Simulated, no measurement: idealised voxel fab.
voxel wiring stack: a process module
Pictured: cross-section cut, 275 nm wide, on a grid of 5 nm square cells.
A cross-section in this document is a grid of square cells, and it is written down as bands, the top band listed before the ones below it; a band is made up of one or more rows of cells.
Band entry format. Leading values: height of top, height of bottom, nm. Remainder: materials in left-to-right order, each with its width in nm. Special words: "edge to edge" on a single material, which then fills the band edge to edge; "empty", empty space.
Where do heights start? At 0: under that level the wafer as delivered is made of one material only. And the lowest band has no floor; it just carries on downward, as in "0 nm and below".
It should be noted that a width expressed as "30->40" varies in equal increments from row to row of cells within the band, taking the value of the first number at the top row and that of the second number at the bottom row.
"no change" (step): cross-section cells unchanged, all of them.
So "Trapped void list" is basically the list of trapped voids: any empty space of 8 cells or more that can't reach the top through an opening. They're written width x height at distance, the distance being from the left edge, and it's all nm.
Formally, on a step line, whatever follows the settings is a remark that the simulator itself makes on the step.
What "overlay nm" on a step's line means: if the step has a mask, that mask lay this far to the right of its planned place, or, when the value is negative, to the left.
# Steps planned for the process
step 1: RECEIVE | material Si
step 2: CONFORMAL_DEP | material SiO2 | thk nm 15
step 3: CONFORMAL_DEP | material SiCN | thk nm 5
step 4: DIRECTIONAL_DEP | material SiO2 | thk nm 20
step 5: DIRECTIONAL_DEP | material aC | thk nm 15
step 6: PATTERN | tone open | mask id METAL_1 | material resist | width nm 30 | pitch nm 45 | thk nm 30 | overlay nm 0
step 7: DIRECTIONAL_ETCH | etch materials aC | depth nm 15
step 8: STRIP | etch materials resist
step 9: DIRECTIONAL_ETCH | etch materials SiO2 | depth nm 20
step 10: DIRECTIONAL_ETCH | etch materials SiCN | depth nm 5
step 11: STRIP | etch materials aC
step 12: CONFORMAL_DEP | material TiN | thk nm 5
step 13: FILL_DEP | material Cu | thk nm 5
step 14: CMP | height nm 40
step 15: CONFORMAL_DEP | material SiCN | thk nm 5
step 16: DIRECTIONAL_DEP | material lowk | thk nm 30
step 17: PATTERN | tone open | mask id METAL_2 | material resist | width nm 30 | pitch nm 45 | thk nm 15 | overlay nm 0
step 18: DIRECTIONAL_ETCH | etch materials lowk | depth nm 15
step 19: STRIP | etch materials resist
step 20: PATTERN | tone open | mask id METAL_2_HOLES | material resist | width nm 15 | pitch nm 90 | thk nm 20 | overlay nm 0
step 21: DIRECTIONAL_ETCH | etch materials lowk | depth nm 15
step 22: DIRECTIONAL_ETCH | etch materials SiCN | depth nm 5
step 23: STRIP | etch materials resist
step 24: CONFORMAL_DEP | material TiN | thk nm 5
step 25: FILL_DEP | material Cu | thk nm 5
step 26: CMP | height nm 75
step 27: CONFORMAL_DEP | material SiCN | thk nm 5
step 28: DIRECTIONAL_DEP | material lowk | thk nm 25
step 29: DIRECTIONAL_DEP | material aC | thk nm 15
step 30: PATTERN | tone open | mask id METAL_3 | material resist | width nm 30 | pitch nm 45 | thk nm 30 | overlay nm 0
step 31: DIRECTIONAL_ETCH | etch materials aC | depth nm 15
step 32: STRIP | etch materials resist
step 33: DIRECTIONAL_ETCH | etch materials lowk | depth nm 15
step 34: STRIP | etch materials aC
step 35: DIRECTIONAL_DEP | material aC | thk nm 10
step 36: PATTERN | tone open | mask id METAL_3_HOLES | material resist | width nm 15 | pitch nm 90 | thk nm 25 | overlay nm 0
step 37: DIRECTIONAL_ETCH | etch materials aC | depth nm 10
step 38: STRIP | etch materials resist
step 39: DIRECTIONAL_ETCH | etch materials lowk | depth nm 10
step 40: DIRECTIONAL_ETCH | etch materials SiCN | depth nm 5
step 41: STRIP | etch materials aC
step 42: CONFORMAL_DEP | material TiN | thk nm 5
step 43: FILL_DEP | material Cu | thk nm 5
step 44: CMP | height nm 105
step 45: CONFORMAL_DEP | material SiCN | thk nm 5
# Wafer cross-section on receipt, i.e. after step 1
- 0 nm and below  Si edge to edge
- Trapped void list: none
# Module complete, cross-section. Starting point and plan per above. One mistake made in running the module
- 110 nm to 105 nm  SiCN edge to edge
- 105 nm to 95 nm  75 nm lowk | 5 nm TiN | 20 nm Cu | 5 nm TiN | 15 nm lowk | 5 nm TiN | 20 nm Cu | 5 nm TiN | 15 nm lowk | 5 nm TiN | 20 nm Cu | 5 nm TiN | 80 nm lowk
- 95 nm to 90 nm  75 nm lowk | 5 nm TiN | 5 nm Cu | 20 nm TiN | 15 nm lowk | 30 nm TiN | 15 nm lowk | 5 nm TiN | 5 nm Cu | 20 nm TiN | 80 nm lowk
- 90 nm to 80 nm  75 nm lowk | 5 nm TiN | 5 nm Cu | 5 nm TiN | 75 nm lowk | 5 nm TiN | 5 nm Cu | 5 nm TiN | 95 nm lowk
- 80 nm to 75 nm  75 nm SiCN | 15 nm TiN | 75 nm SiCN | 15 nm TiN | 95 nm SiCN
- 75 nm to 65 nm  75 nm lowk | 5 nm TiN | 20 nm Cu | 5 nm TiN | 15 nm lowk | 5 nm TiN | 20 nm Cu | 5 nm TiN | 15 nm lowk | 5 nm TiN | 20 nm Cu | 5 nm TiN | 80 nm lowk
- 65 nm to 60 nm  75 nm lowk | 5 nm TiN | 5 nm Cu | 20 nm TiN | 15 nm lowk | 30 nm TiN | 15 nm lowk | 5 nm TiN | 5 nm Cu | 20 nm TiN | 80 nm lowk
- 60 nm to 45 nm  75 nm lowk | 5 nm TiN | 5 nm Cu | 5 nm TiN | 75 nm lowk | 5 nm TiN | 5 nm Cu | 5 nm TiN | 95 nm lowk
- 45 nm to 40 nm  75 nm SiCN | 15 nm TiN | 75 nm SiCN | 15 nm TiN | 95 nm SiCN
- 40 nm to 20 nm  70 nm SiO2 | 5 nm TiN | 20 nm Cu | 5 nm TiN | 15 nm SiO2 | 5 nm TiN | 20 nm Cu | 5 nm TiN | 15 nm SiO2 | 5 nm TiN | 20 nm Cu | 5 nm TiN | 85 nm SiO2
- 20 nm to 15 nm  70 nm SiCN | 30 nm TiN | 15 nm SiCN | 30 nm TiN | 15 nm SiCN | 30 nm TiN | 85 nm SiCN
- 15 nm to 0 nm  SiO2 edge to edge
- 0 nm and below  Si edge to edge
- Trapped void list: none
Plan not followed: step 6 deviated from plan and actually ran as PATTERN | tone open | mask id METAL_1 | material resist | width nm 30 | pitch nm 45 | thk nm 30 | overlay nm -5
